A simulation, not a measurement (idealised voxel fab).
Presented below is a process module, voxel self aligned contacts.
Section shown: cut. Width: 145 nm. Cell size: 5 nm, square.
Bands, listed from the top down, are how a cross-section gets written in this document; the cross-section itself is a grid of square cells, and a band is one or more rows of them.
Basically the band line says how high the top is and how high the bottom is, in nm, and then what's in it from left to right, every material with its width in nm. Empty space shows up as "blank", and if a single material carries "everywhere" it runs the full band edge to edge.
The reference from which all heights are counted is 0, the level beneath which the as-received wafer is entirely one material; the lowest band, having no lower bound, proceeds downward and is written after the example "0 -> down".
A width given as "30 to 40" starts at the first number in the band's top row and ends at the second number in its bottom row, shifting by an equal amount at every step from row to row.
"same as before" -> step changed no cross-section cell.
"Closed void catalog" specifies each empty space that is not open to the top and that occupies no fewer than 8 cells, using the form width x height at distance, the distance measured from the left edge and all three quantities in nm.
On a step's line, text after the settings is the simulator commenting on that step.
Regarding "overlay nm": on a step with a mask, it is the distance the mask lay to the right of its planned place; a negative value places it to the left.

The planned process steps are enumerated hereunder:
1 RECEIVE,material Si
2 OXIDIZE,depth nm 5
3 DIRECTIONAL_DEP,material polySi,thk nm 20
4 DIRECTIONAL_DEP,material SiN,thk nm 25
5 DIRECTIONAL_DEP,material aC,thk nm 10
6 PATTERN,tone cover,mask id GATE,material resist,width nm 35,pitch nm 75,thk nm 25,overlay nm 0
7 DIRECTIONAL_ETCH,etch materials aC,depth nm 10
8 STRIP,etch materials resist
9 DIRECTIONAL_ETCH,etch materials SiN,depth nm 25
10 DIRECTIONAL_ETCH,etch materials polySi,depth nm 20
11 STRIP,etch materials aC
12 CONFORMAL_DEP,material SiN,thk nm 10
13 DIRECTIONAL_ETCH,etch materials SiN,depth nm 10
14 FILL_DEP,material SiO2,thk nm 15
15 CMP,height nm 55
16 MASKED_ETCH,tone open,mask id CONTACT,width nm 50,etch materials SiO2,depth nm 60,overlay nm 0
17 CONFORMAL_DEP,material TiN,thk nm 5
18 FILL_DEP,material Ru,thk nm 5
19 CMP,height nm 55
20 CONFORMAL_DEP,material SiCN,thk nm 5

The cross-section here shows the wafer as received, i.e. in its state after step 1:
* 0 -> down  Si everywhere
* Closed void catalog: none

Wafer cross-section at module end: first of two, run to plan:
* 60 -> 55  SiCN everywhere
* 55 -> 45  45 nm SiO2; 5 to 20 nm TiN; 40 to 10 nm Ru; 5 to 20 nm TiN; 50 nm SiO2
* 45 -> 20  5 nm SiO2; 55 nm SiN; 5 nm TiN; 10 nm Ru; 5 nm TiN; 55 nm SiN; 10 nm SiO2
* 20 -> 0  5 nm SiO2; 10 nm SiN; 35 nm polySi; 10 nm SiN; 5 nm TiN; 10 nm Ru; 5 nm TiN; 10 nm SiN; 35 nm polySi; 10 nm SiN; 10 nm SiO2
* 0 -> -5  60 nm SiO2; 20 nm TiN; 65 nm SiO2
* -5 -> down  Si everywhere
* Closed void catalog: none

Module end: cross-section of wafer two of two. Same start and process plan as the first wafer. One mistake during execution:
* 60 -> 55  SiCN everywhere
* 55 -> 50  5 nm SiO2; 55 nm SiN; 5 nm TiN; 10 nm Ru; 5 nm TiN; 55 nm SiN; 10 nm SiO2
* 50 -> 45  5 nm SiO2; 55 nm SiN; 20 nm TiN; 55 nm SiN; 10 nm SiO2
* 45 -> 20  SiN everywhere
* 20 -> 0  polySi everywhere
* 0 -> -5  SiO2 everywhere
* -5 -> down  Si everywhere
* Closed void catalog: none
The plan and the run diverged here: heads up, step 4 of the plan got done twice
The second wafer ends with more or fewer cells of some materials than the first, per final count: Ru -26; SiN +47; SiO2 -55; TiN -26; polySi +60
